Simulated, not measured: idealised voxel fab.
process module | voxel wiring stack
FYI the section here is cut, 200 nm wide, cells are 5 nm squares.
Throughout this document, each cross-section is represented as a grid of square cells and is presented as a sequence of bands enumerated from the top downward, where a band comprises one or more rows of cells. Band: top height; bottom height; in nm. Then, left to right: material with width in nm, for each material. "all across": a single material spanning edge to edge. "blank": empty space. We count height from 0. Below that, the starting wafer is all one material. The lowest band never ends at the bottom but goes on down; see "0 and below" for how that is written. Per-row width for "30 to 40": begins at first number (top row of band), ends at second number (bottom row), increment between rows held constant. Where the words "stayed the same" appear for a step, the cross-section shows no cell changed by that step; every cell remained as before. Enclosed voids (no open way to top), threshold 8 cells or more, entry "Enclosed empty spaces", notation width x height at distance, distance from left edge, nm. Anything after a step's settings on that line? It's the simulator's own note about the step. The setting "overlay nm" may be written on the line of a step. When the step uses a mask, the value reports how far to the right of the planned place the mask lay, and a negative value reports that it lay to the left. From here on the document is pairs. In a pair, the cross-section before one process step comes with the cross-section after it, and the latter goes no deeper than the lowest band that changed. What lies in between, the step and its settings, is written under the pair. A pair may be from a different run of this module on the same starting wafer than the pair above it, so it continues from that pair only where its entry headed "Pre-step condition" says so.
## Pre-step condition
> 0 and below | Si all across
> Enclosed empty spaces: none
## Resultant Cross-Section
> 15 down to 0 | SiO2 all across
> Under the height 0 nothing was changed.
> Enclosed empty spaces: none
the step between: CONFORMAL_DEP,material SiO2,thk nm 15
Pre-step condition: identical to the post-step cross-section of the immediately preceding pair.
## Resultant Cross-Section
> 20 down to 15 | TiN all across
> Under the height 15 nothing was changed.
> Enclosed empty spaces: none
the step between: DIRECTIONAL_DEP,material TiN,thk nm 5
Pre-step condition: identical to the post-step cross-section of the immediately preceding pair.
## Resultant Cross-Section
> 35 down to 20 | Ru all across
> Under the height 20 nothing was changed.
> Enclosed empty spaces: none
the step between: DIRECTIONAL_DEP,material Ru,thk nm 15
Pre-step condition: identical to the post-step cross-section of the immediately preceding pair.
## Resultant Cross-Section
> 35 down to 20 | blank: 55; Ru: 30; blank: 30; Ru: 30; blank: 55
> Under the height 20 nothing was changed.
> Enclosed empty spaces: none
the step between: MASKED_ETCH,tone cover,mask id METAL_1,width nm 30,pitch nm 60,etch materials Ru,depth nm 15,overlay nm 0
Pre-step condition: identical to the post-step cross-section of the immediately preceding pair.
## Resultant Cross-Section
> 35 down to 20 | blank: 55; Ru: 30; blank: 30; Ru: 30; blank: 55
> 20 down to 15 | blank: 55; TiN: 30; blank: 30; TiN: 30; blank: 55
> Under the height 15 nothing was changed.
> Enclosed empty spaces: none
the step between: MASKED_ETCH,tone cover,mask id METAL_1,width nm 30,pitch nm 60,etch materials TiN,depth nm 5,overlay nm 0
Pre-step condition: identical to the post-step cross-section of the immediately preceding pair.
## Resultant Cross-Section
> 40 down to 35 | lowk all across
> 35 down to 20 | lowk: 55; Ru: 30; lowk: 30; Ru: 30; lowk: 55
> 20 down to 15 | lowk: 55; TiN: 30; lowk: 30; TiN: 30; lowk: 55
> Under the height 15 nothing was changed.
> Enclosed empty spaces: none
the step between: FILL_DEP,material lowk,thk nm 5
Pre-step condition: identical to the post-step cross-section of the immediately preceding pair.
## Resultant Cross-Section
> 35 down to 20 | lowk: 55; Ru: 30; lowk: 30; Ru: 30; lowk: 55
> Under the height 20 nothing was changed.
> Enclosed empty spaces: none
the step between: CMP,height nm 35
Pre-step condition: identical to the post-step cross-section of the immediately preceding pair.
## Resultant Cross-Section
> 40 down to 35 | SiCN all across
> Under the height 35 nothing was changed.
> Enclosed empty spaces: none
the step between: CONFORMAL_DEP,material SiCN,thk nm 5
Pre-step condition: identical to the post-step cross-section of the immediately preceding pair.
## Resultant Cross-Section
> 60 down to 40 | lowk all across
> Under the height 40 nothing was changed.
> Enclosed empty spaces: none
the step between: DIRECTIONAL_DEP,material lowk,thk nm 20
Pre-step condition: identical to the post-step cross-section of the immediately preceding pair.
## Resultant Cross-Section
> 75 down to 60 | resist: 55; blank: 15; resist: 45; blank: 15; resist: 70
> Under the height 60 nothing was changed.
> Enclosed empty spaces: none
the step between: PATTERN,tone open,mask id PLUG_1,material resist,width nm 15,pitch nm 60,thk nm 15,overlay nm 0
Pre-step condition: identical to the post-step cross-section of the immediately preceding pair.
## Resultant Cross-Section
> 75 down to 60 | resist: 55; blank: 15; resist: 45; blank: 15; resist: 70
> 60 down to 40 | lowk: 55; blank: 15; lowk: 45; blank: 15; lowk: 70
> Under the height 40 nothing was changed.
> Enclosed empty spaces: none
the step between: DIRECTIONAL_ETCH,etch materials lowk,depth nm 20
Pre-step condition: identical to the post-step cross-section of the immediately preceding pair.
## Resultant Cross-Section
> 75 down to 60 | resist: 55; blank: 15; resist: 45; blank: 15; resist: 70
> 60 down to 40 | lowk: 55; blank: 15; lowk: 45; blank: 15; lowk: 70
> 40 down to 35 | SiCN: 55; blank: 15; SiCN: 45; blank: 15; SiCN: 70
> Under the height 35 nothing was changed.
> Enclosed empty spaces: none
the step between: DIRECTIONAL_ETCH,etch materials SiCN,depth nm 5
Pre-step condition: identical to the post-step cross-section of the immediately preceding pair.
## Resultant Cross-Section
> 60 down to 40 | lowk: 55; blank: 15; lowk: 45; blank: 15; lowk: 70
> Under the height 40 nothing was changed.
> Enclosed empty spaces: none
the step between: STRIP,etch materials resist
Pre-step condition: identical to the post-step cross-section of the immediately preceding pair.
## Resultant Cross-Section
> 65 down to 60 | TiN: 60; blank: 5; TiN: 55; blank: 5; TiN: 75
> 60 down to 40 | lowk: 55; TiN: 5; blank: 5; TiN: 5; lowk: 45; TiN: 5; blank: 5; TiN: 5; lowk: 70
> 40 down to 35 | SiCN: 55; TiN: 15; SiCN: 45; TiN: 15; SiCN: 70
> Under the height 35 nothing was changed.
> Enclosed empty spaces: none
the step between: CONFORMAL_DEP,material TiN,thk nm 5
Pre-step condition: identical to the post-step cross-section of the immediately preceding pair.
## Resultant Cross-Section
> 70 down to 65 | Cu all across
> 65 down to 60 | TiN: 60; Cu: 5; TiN: 55; Cu: 5; TiN: 75
> 60 down to 40 | lowk: 55; TiN: 5; Cu: 5; TiN: 5; lowk: 45; TiN: 5; Cu: 5; TiN: 5; lowk: 70
> Under the height 40 nothing was changed.
> Enclosed empty spaces: none
the step between: FILL_DEP,material Cu,thk nm 5
Pre-step condition: identical to the post-step cross-section of the immediately preceding pair.
## Resultant Cross-Section
> 60 down to 40 | lowk: 55; TiN: 5; Cu: 5; TiN: 5; lowk: 45; TiN: 5; Cu: 5; TiN: 5; lowk: 70
> Under the height 40 nothing was changed.
> Enclosed empty spaces: none
the step between: CMP,height nm 60
Pre-step condition: identical to the post-step cross-section of the immediately preceding pair.
## Resultant Cross-Section
> 65 down to 60 | TiN all across
> Under the height 60 nothing was changed.
> Enclosed empty spaces: none
the step between: DIRECTIONAL_DEP,material TiN,thk nm 5
Pre-step condition: identical to the post-step cross-section of the immediately preceding pair.
## Resultant Cross-Section
> 80 down to 65 | W all across
> Under the height 65 nothing was changed.
> Enclosed empty spaces: none
the step between: DIRECTIONAL_DEP,material W,thk nm 15
Pre-step condition: identical to the post-step cross-section of the immediately preceding pair.
## Resultant Cross-Section
> 100 down to 80 | blank: 55; resist: 30; blank: 30; resist: 30; blank: 55
> Under the height 80 nothing was changed.
> Enclosed empty spaces: none
the step between: PATTERN,tone cover,mask id METAL_2,material resist,width nm 30,pitch nm 60,thk nm 20,overlay nm 0
Pre-step condition: identical to the post-step cross-section of the immediately preceding pair.
## Resultant Cross-Section
> 100 down to 80 | blank: 55; resist: 30; blank: 30; resist: 30; blank: 55
> 80 down to 65 | blank: 55; W: 30; blank: 30; W: 30; blank: 55
> Under the height 65 nothing was changed.
> Enclosed empty spaces: none
the step between: DIRECTIONAL_ETCH,etch materials W,depth nm 15
Pre-step condition: identical to the post-step cross-section of the immediately preceding pair.
## Resultant Cross-Section
> 100 down to 80 | blank: 55; resist: 30; blank: 30; resist: 30; blank: 55
> 80 down to 65 | blank: 55; W: 30; blank: 30; W: 30; blank: 55
> 65 down to 60 | blank: 55; TiN: 30; blank: 30; TiN: 30; blank: 55
> Under the height 60 nothing was changed.
> Enclosed empty spaces: none
the step between: DIRECTIONAL_ETCH,etch materials TiN,depth nm 5
Pre-step condition: identical to the post-step cross-section of the immediately preceding pair.
## Resultant Cross-Section
> 80 down to 65 | blank: 55; W: 30; blank: 30; W: 30; blank: 55
> Under the height 65 nothing was changed.
> Enclosed empty spaces: none
the step between: STRIP,etch materials resist
Pre-step condition: identical to the post-step cross-section of the immediately preceding pair.
## Resultant Cross-Section
> 85 down to 80 | blank: 50; SiCN: 40; blank: 20; SiCN: 40; blank: 50
> 80 down to 65 | blank: 50; SiCN: 5; W: 30; SiCN: 5; blank: 20; SiCN: 5; W: 30; SiCN: 5; blank: 50
> 65 down to 60 | SiCN: 55; TiN: 30; SiCN: 30; TiN: 30; SiCN: 55
> Under the height 60 nothing was changed.
> Enclosed empty spaces: none
the step between: CONFORMAL_DEP,material SiCN,thk nm 5
Pre-step condition: identical to the post-step cross-section of the immediately preceding pair.
## Resultant Cross-Section
> 95 down to 85 | lowk all across
> 85 down to 80 | lowk: 50; SiCN: 40; lowk: 20; SiCN: 40; lowk: 50
> 80 down to 65 | lowk: 50; SiCN: 5; W: 30; SiCN: 5; lowk: 20; SiCN: 5; W: 30; SiCN: 5; lowk: 50
> Under the height 65 nothing was changed.
> Enclosed empty spaces: none
the step between: FILL_DEP,material lowk,thk nm 10
Pre-step condition: identical to the post-step cross-section of the immediately preceding pair.
## Resultant Cross-Section
> 80 down to 65 | lowk: 50; SiCN: 5; W: 30; SiCN: 5; lowk: 20; SiCN: 5; W: 30; SiCN: 5; lowk: 50
> Under the height 65 nothing was changed.
> Enclosed empty spaces: none
the step between: CMP,height nm 80
Pre-step condition: identical to the post-step cross-section of the immediately preceding pair.
## Resultant Cross-Section
> 85 down to 80 | SiCN all across
> Under the height 80 nothing was changed.
> Enclosed empty spaces: none
the step between: CONFORMAL_DEP,material SiCN,thk nm 5
Pre-step condition: identical to the post-step cross-section of the immediately preceding pair.
## Resultant Cross-Section
> 105 down to 85 | SiO2 all across
> Under the height 85 nothing was changed.
> Enclosed empty spaces: none
the step between: DIRECTIONAL_DEP,material SiO2,thk nm 20
Pre-step condition: identical to the post-step cross-section of the immediately preceding pair.
## Resultant Cross-Section
> 105 down to 85 | SiO2: 55; blank: 15; SiO2: 45; blank: 15; SiO2: 70
> Under the height 85 nothing was changed.
> Enclosed empty spaces: none
the step between: MASKED_ETCH,tone open,mask id PLUG_2,width nm 15,pitch nm 60,etch materials SiO2,depth nm 20,overlay nm 0
Pre-step condition: identical to the post-step cross-section of the immediately preceding pair.
## Resultant Cross-Section
> 105 down to 85 | SiO2: 55; blank: 15; SiO2: 45; blank: 15; SiO2: 70
> 85 down to 80 | SiCN: 55; blank: 15; SiCN: 45; blank: 15; SiCN: 70
> Under the height 80 nothing was changed.
> Enclosed empty spaces: none
the step between: MASKED_ETCH,tone open,mask id PLUG_2,width nm 15,pitch nm 60,etch materials SiCN,depth nm 5,overlay nm 0
Pre-step condition: identical to the post-step cross-section of the immediately preceding pair.
## Resultant Cross-Section
> 105 down to 90 | SiO2: 55; blank: 15; SiO2: 45; blank: 15; SiO2: 70
> 90 down to 85 | SiO2: 55; Ru: 15; SiO2: 45; Ru: 15; SiO2: 70
> 85 down to 80 | SiCN: 55; Ru: 15; SiCN: 45; Ru: 15; SiCN: 70
> Under the height 80 nothing was changed.
> Enclosed empty spaces: none
the step between: EPI,material Ru,thk nm 10
Pre-step condition: identical to the post-step cross-section of the immediately preceding pair.
## Resultant Cross-Section
> 105 down to 100 | SiO2: 55; blank: 15; SiO2: 45; blank: 15; SiO2: 70
> 100 down to 85 | SiO2: 55; Ru: 15; SiO2: 45; Ru: 15; SiO2: 70
> Under the height 85 nothing was changed.
> Enclosed empty spaces: none
the step between: EPI,material Ru,thk nm 10
Pre-step condition: identical to the post-step cross-section of the immediately preceding pair.
## Resultant Cross-Section
> 105 down to 85 | SiO2: 55; Ru: 15; SiO2: 45; Ru: 15; SiO2: 70
> Under the height 85 nothing was changed.
> Enclosed empty spaces: none
the step between: EPI,material Ru,thk nm 5
Pre-step condition: identical to the post-step cross-section of the immediately preceding pair.
## Resultant Cross-Section
> 110 down to 105 | TiN all across
> Under the height 105 nothing was changed.
> Enclosed empty spaces: none
the step between: DIRECTIONAL_DEP,material TiN,thk nm 5
Pre-step condition: identical to the post-step cross-section of the immediately preceding pair.
## Resultant Cross-Section
> 135 down to 110 | W all across
> Under the height 110 nothing was changed.
> Enclosed empty spaces: none
the step between: DIRECTIONAL_DEP,material W,thk nm 25
Pre-step condition: identical to the post-step cross-section of the immediately preceding pair.
## Resultant Cross-Section
> 135 down to 110 | blank: 55; W: 30; blank: 30; W: 30; blank: 55
> Under the height 110 nothing was changed.
> Enclosed empty spaces: none
the step between: MASKED_ETCH,tone cover,mask id METAL_3,width nm 30,pitch nm 60,etch materials W,depth nm 25,overlay nm 0
Pre-step condition: identical to the post-step cross-section of the immediately preceding pair.
## Resultant Cross-Section
> 135 down to 110 | blank: 55; W: 30; blank: 30; W: 30; blank: 55
> 110 down to 105 | blank: 55; TiN: 30; blank: 30; TiN: 30; blank: 55
> Under the height 105 nothing was changed.
> Enclosed empty spaces: none
the step between: MASKED_ETCH,tone cover,mask id METAL_3,width nm 30,pitch nm 60,etch materials TiN,depth nm 5,overlay nm 0
Pre-step condition: identical to the post-step cross-section of the immediately preceding pair.
## Resultant Cross-Section
> 140 down to 135 | blank: 50; SiN: 40; blank: 20; SiN: 40; blank: 50
> 135 down to 110 | blank: 50; SiN: 5; W: 30; SiN: 5; blank: 20; SiN: 5; W: 30; SiN: 5; blank: 50
> 110 down to 105 | SiN: 55; TiN: 30; SiN: 30; TiN: 30; SiN: 55
> Under the height 105 nothing was changed.
> Enclosed empty spaces: none
the step between: CONFORMAL_DEP,material SiN,thk nm 5
Pre-step condition: identical to the post-step cross-section of the immediately preceding pair.
## Resultant Cross-Section
> 150 down to 140 | lowk all across
> 140 down to 135 | lowk: 50; SiN: 40; lowk: 20; SiN: 40; lowk: 50
> 135 down to 110 | lowk: 50; SiN: 5; W: 30; SiN: 5; lowk: 20; SiN: 5; W: 30; SiN: 5; lowk: 50
> Under the height 110 nothing was changed.
> Enclosed empty spaces: none
the step between: FILL_DEP,material lowk,thk nm 10
Pre-step condition: identical to the post-step cross-section of the immediately preceding pair.
## Resultant Cross-Section
> 135 down to 110 | lowk: 50; SiN: 5; W: 30; SiN: 5; lowk: 20; SiN: 5; W: 30; SiN: 5; lowk: 50
> Under the height 110 nothing was changed.
> Enclosed empty spaces: none
the step between: CMP,height nm 135
Pre-step condition: identical to the post-step cross-section of the immediately preceding pair.
## Resultant Cross-Section
> 140 down to 135 | SiN all across
> Under the height 135 nothing was changed.
> Enclosed empty spaces: none
the step between: CONFORMAL_DEP,material SiN,thk nm 5
## Pre-step condition
> 85 down to 80 | SiCN all across
> 80 down to 65 | lowk: 50; SiCN: 5; W: 30; SiCN: 5; lowk: 20; SiCN: 5; W: 30; SiCN: 5; lowk: 50
> 65 down to 60 | SiCN: 55; TiN: 30; SiCN: 30; TiN: 30; SiCN: 55
> 60 down to 40 | lowk: 55; TiN: 5; Cu: 5; TiN: 5; lowk: 45; TiN: 5; Cu: 5; TiN: 5; lowk: 70
> 40 down to 35 | SiCN: 55; TiN: 15; SiCN: 45; TiN: 15; SiCN: 70
> 35 down to 20 | lowk: 55; Ru: 30; lowk: 30; Ru: 30; lowk: 55
> 20 down to 15 | lowk: 55; TiN: 30; lowk: 30; TiN: 30; lowk: 55
> 15 down to 0 | SiO2 all across
> 0 and below | Si all across
> Enclosed empty spaces: none
## Resultant Cross-Section
> 85 down to 80 | SiCN: 55; blank: 15; SiCN: 45; blank: 15; SiCN: 70
> Under the height 80 nothing was changed.
> Enclosed empty spaces: none
the step between: MASKED_ETCH,tone open,mask id PLUG_2,width nm 15,pitch nm 60,etch materials SiCN,depth nm 5,overlay nm 0
Pre-step condition: identical to the post-step cross-section of the immediately preceding pair.
## Resultant Cross-Section
> 90 down to 85 | blank: 50; Ru: 25; blank: 35; Ru: 25; blank: 65
> 85 down to 80 | SiCN: 55; Ru: 15; SiCN: 45; Ru: 15; SiCN: 70
> Under the height 80 nothing was changed.
> Enclosed empty spaces: none
the step between: EPI,material Ru,thk nm 10
Pre-step condition: identical to the post-step cross-section of the immediately preceding pair.
## Resultant Cross-Section
> 100 down to 85 | blank: 40; Ru: 45; blank: 15; Ru: 45; blank: 55
> Under the height 85 nothing was changed.
> Enclosed empty spaces: none
the step between: EPI,material Ru,thk nm 10
Pre-step condition: identical to the post-step cross-section of the immediately preceding pair.
## Resultant Cross-Section
> 105 down to 85 | blank: 35; Ru: 55; blank: 5; Ru: 55; blank: 50
> Under the height 85 nothing was changed.
> Enclosed empty spaces: none
the step between: EPI,material Ru,thk nm 5
Pre-step condition: identical to the post-step cross-section of the immediately preceding pair.
## Resultant Cross-Section
> 110 down to 105 | blank: 35; TiN: 55; blank: 5; TiN: 55; blank: 50
> 105 down to 90 | blank: 35; Ru: 55; blank: 5; Ru: 55; blank: 50
> 90 down to 85 | TiN: 35; Ru: 55; TiN: 5; Ru: 55; TiN: 50
> Under the height 85 nothing was changed.
> Enclosed empty spaces: none
the step between: DIRECTIONAL_DEP,material TiN,thk nm 5
Pre-step condition: identical to the post-step cross-section of the immediately preceding pair.
## Resultant Cross-Section
> 135 down to 115 | blank: 35; W: 55; blank: 5; W: 55; blank: 50
> 115 down to 110 | W all across
> 110 down to 105 | W: 35; TiN: 55; W: 5; TiN: 55; W: 50
> 105 down to 90 | W: 35; Ru: 55; W: 5; Ru: 55; W: 50
> Under the height 90 nothing was changed.
> Enclosed empty spaces: none
the step between: DIRECTIONAL_DEP,material W,thk nm 25
Pre-step condition: identical to the post-step cross-section of the immediately preceding pair.
## Resultant Cross-Section
> 135 down to 110 | blank: 55; W: 30; blank: 30; W: 30; blank: 55
> 110 down to 105 | blank: 35; TiN: 55; blank: 5; TiN: 55; blank: 50
> 105 down to 90 | blank: 35; Ru: 55; blank: 5; Ru: 55; blank: 50
> Under the height 90 nothing was changed.
> Enclosed empty spaces: none
the step between: MASKED_ETCH,tone cover,mask id METAL_3,width nm 30,pitch nm 60,etch materials W,depth nm 25,overlay nm 0
Pre-step condition: identical to the post-step cross-section of the immediately preceding pair.
## Resultant Cross-Section
> 135 down to 110 | blank: 55; W: 30; blank: 30; W: 30; blank: 55
> 110 down to 105 | blank: 55; TiN: 30; blank: 30; TiN: 30; blank: 55
> 105 down to 85 | blank: 35; Ru: 55; blank: 5; Ru: 55; blank: 50
> Under the height 85 nothing was changed.
> Enclosed empty spaces: none
the step between: MASKED_ETCH,tone cover,mask id METAL_3,width nm 30,pitch nm 60,etch materials TiN,depth nm 5,overlay nm 0
Pre-step condition: identical to the post-step cross-section of the immediately preceding pair.
## Resultant Cross-Section
> 140 down to 135 | blank: 50; SiN: 40; blank: 20; SiN: 40; blank: 50
> 135 down to 110 | blank: 50; SiN: 5; W: 30; SiN: 5; blank: 20; SiN: 5; W: 30; SiN: 5; blank: 50
> 110 down to 105 | blank: 30; SiN: 25; TiN: 30; SiN: 30; TiN: 30; SiN: 10; blank: 45
> 105 down to 90 | blank: 30; SiN: 5; Ru: 55; SiN: 5; Ru: 55; SiN: 5; blank: 45
> 90 down to 85 | SiN: 35; Ru: 55; SiN: 5; Ru: 55; SiN: 50
> Under the height 85 nothing was changed.
> Enclosed empty spaces: none
the step between: CONFORMAL_DEP,material SiN,thk nm 5
Pre-step condition: identical to the post-step cross-section of the immediately preceding pair.
## Resultant Cross-Section
> 150 down to 140 | lowk all across
> 140 down to 135 | lowk: 50; SiN: 40; lowk: 20; SiN: 40; lowk: 50
> 135 down to 110 | lowk: 50; SiN: 5; W: 30; SiN: 5; lowk: 20; SiN: 5; W: 30; SiN: 5; lowk: 50
> 110 down to 105 | lowk: 30; SiN: 25; TiN: 30; SiN: 30; TiN: 30; SiN: 10; lowk: 45
> 105 down to 90 | lowk: 30; SiN: 5; Ru: 55; SiN: 5; Ru: 55; SiN: 5; lowk: 45
> Under the height 90 nothing was changed.
> Enclosed empty spaces: none
the step between: FILL_DEP,material lowk,thk nm 10
Pre-step condition: identical to the post-step cross-section of the immediately preceding pair.
## Resultant Cross-Section
> 135 down to 110 | lowk: 50; SiN: 5; W: 30; SiN: 5; lowk: 20; SiN: 5; W: 30; SiN: 5; lowk: 50
> Under the height 110 nothing was changed.
> Enclosed empty spaces: none
the step between: CMP,height nm 135
Pre-step condition: identical to the post-step cross-section of the immediately preceding pair.
## Resultant Cross-Section
> 140 down to 135 | SiN all across
> Under the height 135 nothing was changed.
> Enclosed empty spaces: none
the step between: CONFORMAL_DEP,material SiN,thk nm 5
## Pre-step condition
> 15 down to 0 | SiO2 all across
> 0 and below | Si all across
> Enclosed empty spaces: none
## Resultant Cross-Section
> 30 down to 0 | SiO2 all across
> Under the height 0 nothing was changed.
> Enclosed empty spaces: none
the step between: CONFORMAL_DEP,material SiO2,thk nm 15
Pre-step condition: identical to the post-step cross-section of the immediately preceding pair.
## Resultant Cross-Section
> 35 down to 30 | TiN all across
> Under the height 30 nothing was changed.
> Enclosed empty spaces: none
the step between: DIRECTIONAL_DEP,material TiN,thk nm 5
Pre-step condition: identical to the post-step cross-section of the immediately preceding pair.
## Resultant Cross-Section
> 50 down to 35 | Ru all across
> Under the height 35 nothing was changed.
> Enclosed empty spaces: none
the step between: DIRECTIONAL_DEP,material Ru,thk nm 15
Pre-step condition: identical to the post-step cross-section of the immediately preceding pair.
## Resultant Cross-Section
> 50 down to 35 | blank: 55; Ru: 30; blank: 30; Ru: 30; blank: 55
> Under the height 35 nothing was changed.
> Enclosed empty spaces: none
the step between: MASKED_ETCH,tone cover,mask id METAL_1,width nm 30,pitch nm 60,etch materials Ru,depth nm 15,overlay nm 0
Pre-step condition: identical to the post-step cross-section of the immediately preceding pair.
## Resultant Cross-Section
> 50 down to 35 | blank: 55; Ru: 30; blank: 30; Ru: 30; blank: 55
> 35 down to 30 | blank: 55; TiN: 30; blank: 30; TiN: 30; blank: 55
> Under the height 30 nothing was changed.
> Enclosed empty spaces: none
the step between: MASKED_ETCH,tone cover,mask id METAL_1,width nm 30,pitch nm 60,etch materials TiN,depth nm 5,overlay nm 0
Pre-step condition: identical to the post-step cross-section of the immediately preceding pair.
## Resultant Cross-Section
> 55 down to 50 | lowk all across
> 50 down to 35 | lowk: 55; Ru: 30; lowk: 30; Ru: 30; lowk: 55
> 35 down to 30 | lowk: 55; TiN: 30; lowk: 30; TiN: 30; lowk: 55
> Under the height 30 nothing was changed.
> Enclosed empty spaces: none
the step between: FILL_DEP,material lowk,thk nm 5
Pre-step condition: identical to the post-step cross-section of the immediately preceding pair.
## Resultant Cross-Section
> 35 down to 30 | lowk: 55; TiN: 30; lowk: 30; TiN: 30; lowk: 55
> Under the height 30 nothing was changed.
> Enclosed empty spaces: none
the step between: CMP,height nm 35
Pre-step condition: identical to the post-step cross-section of the immediately preceding pair.
## Resultant Cross-Section
> 40 down to 35 | SiCN all across
> Under the height 35 nothing was changed.
> Enclosed empty spaces: none
the step between: CONFORMAL_DEP,material SiCN,thk nm 5
Pre-step condition: identical to the post-step cross-section of the immediately preceding pair.
## Resultant Cross-Section
> 60 down to 40 | lowk all across
> Under the height 40 nothing was changed.
> Enclosed empty spaces: none
the step between: DIRECTIONAL_DEP,material lowk,thk nm 20
Pre-step condition: identical to the post-step cross-section of the immediately preceding pair.
## Resultant Cross-Section
> 75 down to 60 | resist: 55; blank: 15; resist: 45; blank: 15; resist: 70
> Under the height 60 nothing was changed.
> Enclosed empty spaces: none
the step between: PATTERN,tone open,mask id PLUG_1,material resist,width nm 15,pitch nm 60,thk nm 15,overlay nm 0
Pre-step condition: identical to the post-step cross-section of the immediately preceding pair.
## Resultant Cross-Section
> 75 down to 60 | resist: 55; blank: 15; resist: 45; blank: 15; resist: 70
> 60 down to 40 | lowk: 55; blank: 15; lowk: 45; blank: 15; lowk: 70
> Under the height 40 nothing was changed.
> Enclosed empty spaces: none
the step between: DIRECTIONAL_ETCH,etch materials lowk,depth nm 20
Pre-step condition: identical to the post-step cross-section of the immediately preceding pair.
## Resultant Cross-Section
> 75 down to 60 | resist: 55; blank: 15; resist: 45; blank: 15; resist: 70
> 60 down to 40 | lowk: 55; blank: 15; lowk: 45; blank: 15; lowk: 70
> 40 down to 35 | SiCN: 55; blank: 15; SiCN: 45; blank: 15; SiCN: 70
> Under the height 35 nothing was changed.
> Enclosed empty spaces: none
the step between: DIRECTIONAL_ETCH,etch materials SiCN,depth nm 5
Pre-step condition: identical to the post-step cross-section of the immediately preceding pair.
## Resultant Cross-Section
> 60 down to 40 | lowk: 55; blank: 15; lowk: 45; blank: 15; lowk: 70
> Under the height 40 nothing was changed.
> Enclosed empty spaces: none
the step between: STRIP,etch materials resist
Pre-step condition: identical to the post-step cross-section of the immediately preceding pair.
## Resultant Cross-Section
> 65 down to 60 | TiN: 60; blank: 5; TiN: 55; blank: 5; TiN: 75
> 60 down to 40 | lowk: 55; TiN: 5; blank: 5; TiN: 5; lowk: 45; TiN: 5; blank: 5; TiN: 5; lowk: 70
> 40 down to 35 | SiCN: 55; TiN: 15; SiCN: 45; TiN: 15; SiCN: 70
> Under the height 35 nothing was changed.
> Enclosed empty spaces: none
the step between: CONFORMAL_DEP,material TiN,thk nm 5
Pre-step condition: identical to the post-step cross-section of the immediately preceding pair.
## Resultant Cross-Section
> 70 down to 65 | Cu all across
> 65 down to 60 | TiN: 60; Cu: 5; TiN: 55; Cu: 5; TiN: 75
> 60 down to 40 | lowk: 55; TiN: 5; Cu: 5; TiN: 5; lowk: 45; TiN: 5; Cu: 5; TiN: 5; lowk: 70
> Under the height 40 nothing was changed.
> Enclosed empty spaces: none
the step between: FILL_DEP,material Cu,thk nm 5
Pre-step condition: identical to the post-step cross-section of the immediately preceding pair.
## Resultant Cross-Section
> 60 down to 40 | lowk: 55; TiN: 5; Cu: 5; TiN: 5; lowk: 45; TiN: 5; Cu: 5; TiN: 5; lowk: 70
> Under the height 40 nothing was changed.
> Enclosed empty spaces: none
the step between: CMP,height nm 60
Pre-step condition: identical to the post-step cross-section of the immediately preceding pair.
## Resultant Cross-Section
> 65 down to 60 | TiN all across
> Under the height 60 nothing was changed.
> Enclosed empty spaces: none
the step between: DIRECTIONAL_DEP,material TiN,thk nm 5
Pre-step condition: identical to the post-step cross-section of the immediately preceding pair.
## Resultant Cross-Section
> 80 down to 65 | W all across
> Under the height 65 nothing was changed.
> Enclosed empty spaces: none
the step between: DIRECTIONAL_DEP,material W,thk nm 15
Pre-step condition: identical to the post-step cross-section of the immediately preceding pair.
## Resultant Cross-Section
> 100 down to 80 | blank: 55; resist: 30; blank: 30; resist: 30; blank: 55
> Under the height 80 nothing was changed.
> Enclosed empty spaces: none
the step between: PATTERN,tone cover,mask id METAL_2,material resist,width nm 30,pitch nm 60,thk nm 20,overlay nm 0
Pre-step condition: identical to the post-step cross-section of the immediately preceding pair.
## Resultant Cross-Section
> 100 down to 80 | blank: 55; resist: 30; blank: 30; resist: 30; blank: 55
> 80 down to 65 | blank: 55; W: 30; blank: 30; W: 30; blank: 55
> Under the height 65 nothing was changed.
> Enclosed empty spaces: none
the step between: DIRECTIONAL_ETCH,etch materials W,depth nm 15
Pre-step condition: identical to the post-step cross-section of the immediately preceding pair.
## Resultant Cross-Section
> 100 down to 80 | blank: 55; resist: 30; blank: 30; resist: 30; blank: 55
> 80 down to 65 | blank: 55; W: 30; blank: 30; W: 30; blank: 55
> 65 down to 60 | blank: 55; TiN: 30; blank: 30; TiN: 30; blank: 55
> Under the height 60 nothing was changed.
> Enclosed empty spaces: none
the step between: DIRECTIONAL_ETCH,etch materials TiN,depth nm 5
Pre-step condition: identical to the post-step cross-section of the immediately preceding pair.
## Resultant Cross-Section
> 80 down to 65 | blank: 55; W: 30; blank: 30; W: 30; blank: 55
> Under the height 65 nothing was changed.
> Enclosed empty spaces: none
the step between: STRIP,etch materials resist
Pre-step condition: identical to the post-step cross-section of the immediately preceding pair.
## Resultant Cross-Section
> 85 down to 80 | blank: 50; SiCN: 40; blank: 20; SiCN: 40; blank: 50
> 80 down to 65 | blank: 50; SiCN: 5; W: 30; SiCN: 5; blank: 20; SiCN: 5; W: 30; SiCN: 5; blank: 50
> 65 down to 60 | SiCN: 55; TiN: 30; SiCN: 30; TiN: 30; SiCN: 55
> Under the height 60 nothing was changed.
> Enclosed empty spaces: none
the step between: CONFORMAL_DEP,material SiCN,thk nm 5
Pre-step condition: identical to the post-step cross-section of the immediately preceding pair.
## Resultant Cross-Section
> 95 down to 85 | lowk all across
> 85 down to 80 | lowk: 50; SiCN: 40; lowk: 20; SiCN: 40; lowk: 50
> 80 down to 65 | lowk: 50; SiCN: 5; W: 30; SiCN: 5; lowk: 20; SiCN: 5; W: 30; SiCN: 5; lowk: 50
> Under the height 65 nothing was changed.
> Enclosed empty spaces: none
the step between: FILL_DEP,material lowk,thk nm 10
Pre-step condition: identical to the post-step cross-section of the immediately preceding pair.
## Resultant Cross-Section
> 80 down to 65 | lowk: 50; SiCN: 5; W: 30; SiCN: 5; lowk: 20; SiCN: 5; W: 30; SiCN: 5; lowk: 50
> Under the height 65 nothing was changed.
> Enclosed empty spaces: none
the step between: CMP,height nm 80
Pre-step condition: identical to the post-step cross-section of the immediately preceding pair.
## Resultant Cross-Section
> 85 down to 80 | SiCN all across
> Under the height 80 nothing was changed.
> Enclosed empty spaces: none
the step between: CONFORMAL_DEP,material SiCN,thk nm 5
Pre-step condition: identical to the post-step cross-section of the immediately preceding pair.
## Resultant Cross-Section
> 105 down to 85 | SiO2 all across
> Under the height 85 nothing was changed.
> Enclosed empty spaces: none
the step between: DIRECTIONAL_DEP,material SiO2,thk nm 20
Pre-step condition: identical to the post-step cross-section of the immediately preceding pair.
## Resultant Cross-Section
> 105 down to 85 | SiO2: 55; blank: 15; SiO2: 45; blank: 15; SiO2: 70
> Under the height 85 nothing was changed.
> Enclosed empty spaces: none
the step between: MASKED_ETCH,tone open,mask id PLUG_2,width nm 15,pitch nm 60,etch materials SiO2,depth nm 20,overlay nm 0
